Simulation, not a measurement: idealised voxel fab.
This is a process module. Its name is voxel transistor to metal.
The width of the displayed cross-section, cut, is 285 nm; its cells are square, with a size of 5 nm.
If you're reading a cross-section in this doc, picture square cells in a grid; it comes to you as bands, top ones listed first down to the bottom, and a band can be one or more rows of cells. Band entry format. Leading values: height of top, height of bottom, nm. Remainder: materials in left-to-right order, each with its width in nm. Special words: "throughout" on a single material, which then fills the band edge to edge; "empty", empty space. We count height from 0. Below that, the starting wafer is all one material. The lowest band never ends at the bottom but goes on down; see "from 0 down" for how that is written. Quick explanation for "30->40": the width changes in equal steps down the rows of cells, from the first number in the band's top row to the second number in its bottom row. "nothing got changed" for a step: no cell of the cross-section changed in that step. Heads up: "Closed void roster" only lists the empty pockets with no open path to the top that are 8 cells or more, and it writes them as width x height at distance, distance from the left edge, in nm. On a step's line, text after the settings is the simulator commenting on that step. When a step includes a mask, the "overlay nm" setting on its line states how far to the right of its planned place that mask lay, and negative values state how far to the left.
The planned process steps are enumerated hereunder
- 1: RECEIVE [material Si]
- 2: CONFORMAL_DEP [material SiO2] [thk nm 5]
- 3: CONFORMAL_DEP [material SiN] [thk nm 10]
- 4: PATTERN [tone cover] [mask id ACTIVE] [material resist] [width nm 105] [pitch nm 135] [thk nm 20] [overlay nm 0]
- 5: DIRECTIONAL_ETCH [etch materials SiN] [depth nm 10]
- 6: DIRECTIONAL_ETCH [etch materials SiO2] [depth nm 5]
- 7: DIRECTIONAL_ETCH [etch materials Si] [depth nm 35]
- 8: STRIP [etch materials resist]
- 9: OXIDIZE [depth nm 5]
- 10: FILL_DEP [material SiO2] [thk nm 10]
- 11: CMP [height nm 15]
- 12: SELECTIVE_ETCH [etch materials SiO2] [depth nm 10]
- 13: STRIP [etch materials SiN]
- 14: SELECTIVE_ETCH [etch materials SiO2] [depth nm 5]
- 15: OXIDIZE [depth nm 5]
- 16: DIRECTIONAL_DEP [material polySi] [thk nm 25]
- 17: DIRECTIONAL_DEP [material SiCN] [thk nm 15]
- 18: MASKED_ETCH [tone cover] [mask id GATE] [width nm 25] [pitch nm 135] [etch materials SiCN] [depth nm 25] [overlay nm 0]
- 19: MASKED_ETCH [tone cover] [mask id GATE] [width nm 25] [pitch nm 135] [etch materials polySi] [depth nm 35] [overlay nm 0]
- 20: CONFORMAL_DEP [material SiN] [thk nm 5]
- 21: DIRECTIONAL_ETCH [etch materials SiN] [depth nm 5]
- 22: DIRECTIONAL_ETCH [etch materials SiO2] [depth nm 5]
- 23: DIRECTIONAL_ETCH [etch materials Si] [depth nm 10]
- 24: EPI [material nSi] [thk nm 10]
- 25: FILL_DEP [material SiO2] [thk nm 5]
- 26: CMP [height nm 40]
- 27: DIRECTIONAL_DEP [material SiO2] [thk nm 15]
- 28: PATTERN [tone open] [mask id CONTACT] [material resist] [width nm 15] [thk nm 20] [overlay nm 0]
- 29: DIRECTIONAL_ETCH [etch materials SiO2] [depth nm 60]
- 30: STRIP [etch materials resist]
- 31: CONFORMAL_DEP [material TiN] [thk nm 5]
- 32: FILL_DEP [material W] [thk nm 5]
- 33: CMP [height nm 45]
- 34: CONFORMAL_DEP [material SiCN] [thk nm 5]
- 35: DIRECTIONAL_DEP [material lowk] [thk nm 25]
- 36: PATTERN [tone open] [mask id METAL_1] [material resist] [width nm 15] [thk nm 15] [overlay nm 0]
- 37: DIRECTIONAL_ETCH [etch materials lowk] [depth nm 25]
- 38: DIRECTIONAL_ETCH [etch materials SiCN] [depth nm 5]
- 39: STRIP [etch materials resist]
- 40: CONFORMAL_DEP [material TiN] [thk nm 5]
- 41: FILL_DEP [material Ru] [thk nm 10]
- 42: CMP [height nm 85]
- 43: CONFORMAL_DEP [material SiCN] [thk nm 5]
Keep in mind the plan's value for the height nm of step 33 comes from the first wafer; the wafers don't share that setting, but they do share the same starting point.
First wafer of several, as received: cross-section after step 1
    from 0 down | Si throughout
    Closed void roster: none
Here is the cross-section of the first of several wafers at the end of the module, after its last step, step 43
    from 90 to 85 | SiCN throughout
    from 85 to 80 | Ru throughout
    from 80 to 75 | TiN 30; Ru 5; TiN 75; Ru 5; TiN 50; Ru 5; TiN 75; Ru 5; TiN 35
    from 75 to 50 | lowk 25; TiN 5; Ru 5; TiN 5; lowk 65; TiN 5; Ru 5; TiN 5; lowk 40; TiN 5; Ru 5; TiN 5; lowk 65; TiN 5; Ru 5; TiN 5; lowk 30
    from 50 to 45 | SiCN 25; TiN 15; SiCN 65; TiN 15; SiCN 40; TiN 15; SiCN 65; TiN 15; SiCN 30
    from 45 to 40 | SiO2 25; TiN 5; W 5; TiN 5; SiO2 65; TiN 5; W 5; TiN 5; SiO2 40; TiN 5; W 5; TiN 5; SiO2 65; TiN 5; W 5; TiN 5; SiO2 30
    from 40 to 25 | SiO2 25; TiN 5; W 5; TiN 5; SiO2 15; SiN 5; SiCN 25; SiN 5; SiO2 15; TiN 5; W 5; TiN 5; SiO2 40; TiN 5; W 5; TiN 5; SiO2 15; SiN 5; SiCN 25; SiN 5; SiO2 15; TiN 5; W 5; TiN 5; SiO2 30
    from 25 to 5 | SiO2 25; TiN 5; W 5; TiN 5; SiO2 15; SiN 5; polySi 25; SiN 5; SiO2 15; TiN 5; W 5; TiN 5; SiO2 40; TiN 5; W 5; TiN 5; SiO2 15; SiN 5; polySi 25; SiN 5; SiO2 15; TiN 5; W 5; TiN 5; SiO2 30
    from 5 to 0 | SiO2 25; TiN 5; W 5; TiN 5; SiO2 5; nSi 10; SiN 5; polySi 25; SiN 5; nSi 10; SiO2 5; TiN 5; W 5; TiN 5; SiO2 40; TiN 5; W 5; TiN 5; SiO2 5; nSi 10; SiN 5; polySi 25; SiN 5; nSi 10; SiO2 5; TiN 5; W 5; TiN 5; SiO2 30
    from 0 to -5 | SiO2 25; TiN 15; SiO2 5; nSi 10; SiO2 35; nSi 10; SiO2 5; TiN 15; SiO2 40; TiN 15; SiO2 5; nSi 10; SiO2 35; nSi 10; SiO2 5; TiN 15; SiO2 30
    from -5 to -15 | SiO2 25; nSi 30; Si 35; nSi 30; SiO2 40; nSi 30; Si 35; nSi 30; SiO2 30
    from -15 to -40 | SiO2 25; Si 95; SiO2 40; Si 95; SiO2 30
    from -40 down | Si throughout
    Closed void roster: none
Here we cross-sectioned the last of the wafers once the module was done
    from 90 to 85 | SiCN throughout
    from 85 to 70 | lowk 25; TiN 5; Ru 5; TiN 5; lowk 65; TiN 5; Ru 5; TiN 5; lowk 40; TiN 5; Ru 5; TiN 5; lowk 65; TiN 5; Ru 5; TiN 5; lowk 30
    from 70 to 65 | SiCN 25; TiN 15; SiCN 65; TiN 15; SiCN 40; TiN 15; SiCN 65; TiN 15; SiCN 30
    from 65 to 60 | W throughout
    from 60 to 55 | TiN 30; W 5; TiN 75; W 5; TiN 50; W 5; TiN 75; W 5; TiN 35
    from 55 to 40 | SiO2 25; TiN 5; W 5; TiN 5; SiO2 65; TiN 5; W 5; TiN 5; SiO2 40; TiN 5; W 5; TiN 5; SiO2 65; TiN 5; W 5; TiN 5; SiO2 30
    from 40 to 25 | SiO2 25; TiN 5; W 5; TiN 5; SiO2 15; SiN 5; SiCN 25; SiN 5; SiO2 15; TiN 5; W 5; TiN 5; SiO2 40; TiN 5; W 5; TiN 5; SiO2 15; SiN 5; SiCN 25; SiN 5; SiO2 15; TiN 5; W 5; TiN 5; SiO2 30
    from 25 to 5 | SiO2 25; TiN 5; W 5; TiN 5; SiO2 15; SiN 5; polySi 25; SiN 5; SiO2 15; TiN 5; W 5; TiN 5; SiO2 40; TiN 5; W 5; TiN 5; SiO2 15; SiN 5; polySi 25; SiN 5; SiO2 15; TiN 5; W 5; TiN 5; SiO2 30
    from 5 to 0 | SiO2 25; TiN 5; W 5; TiN 5; SiO2 5; nSi 10; SiN 5; polySi 25; SiN 5; nSi 10; SiO2 5; TiN 5; W 5; TiN 5; SiO2 40; TiN 5; W 5; TiN 5; SiO2 5; nSi 10; SiN 5; polySi 25; SiN 5; nSi 10; SiO2 5; TiN 5; W 5; TiN 5; SiO2 30
    from 0 to -5 | SiO2 25; TiN 15; SiO2 5; nSi 10; SiO2 35; nSi 10; SiO2 5; TiN 15; SiO2 40; TiN 15; SiO2 5; nSi 10; SiO2 35; nSi 10; SiO2 5; TiN 15; SiO2 30
    from -5 to -15 | SiO2 25; nSi 30; Si 35; nSi 30; SiO2 40; nSi 30; Si 35; nSi 30; SiO2 30
    from -15 to -40 | SiO2 25; Si 95; SiO2 40; Si 95; SiO2 30
    from -40 down | Si throughout
    Closed void roster: none
Rows = wafers. At module end, each row lists per material the cells gained (+) or lost (-) since the wafer was received, then the closed voids
height nm 45 | +81 Ru | -238 Si | +132 SiCN | +32 SiN | +455 SiO2 | +189 TiN | +36 W | +225 lowk | +64 nSi | +50 polySi | Closed void roster: none
height nm 50 | +24 Ru | -238 Si | +132 SiCN | +32 SiN | +500 SiO2 | +197 TiN | +40 W | +225 lowk | +64 nSi | +50 polySi | Closed void roster: none
height nm 55 | +20 Ru | -238 Si | +132 SiCN | +32 SiN | +545 SiO2 | +152 TiN | +44 W | +225 lowk | +64 nSi | +50 polySi | Closed void roster: none
height nm 60 | +16 Ru | -238 Si | +132 SiCN | +32 SiN | +545 SiO2 | +197 TiN | +48 W | +180 lowk | +64 nSi | +50 polySi | Closed void roster: none
height nm 65 | +12 Ru | -238 Si | +132 SiCN | +32 SiN | +545 SiO2 | +189 TiN | +105 W | +135 lowk | +64 nSi | +50 polySi | Closed void roster: none
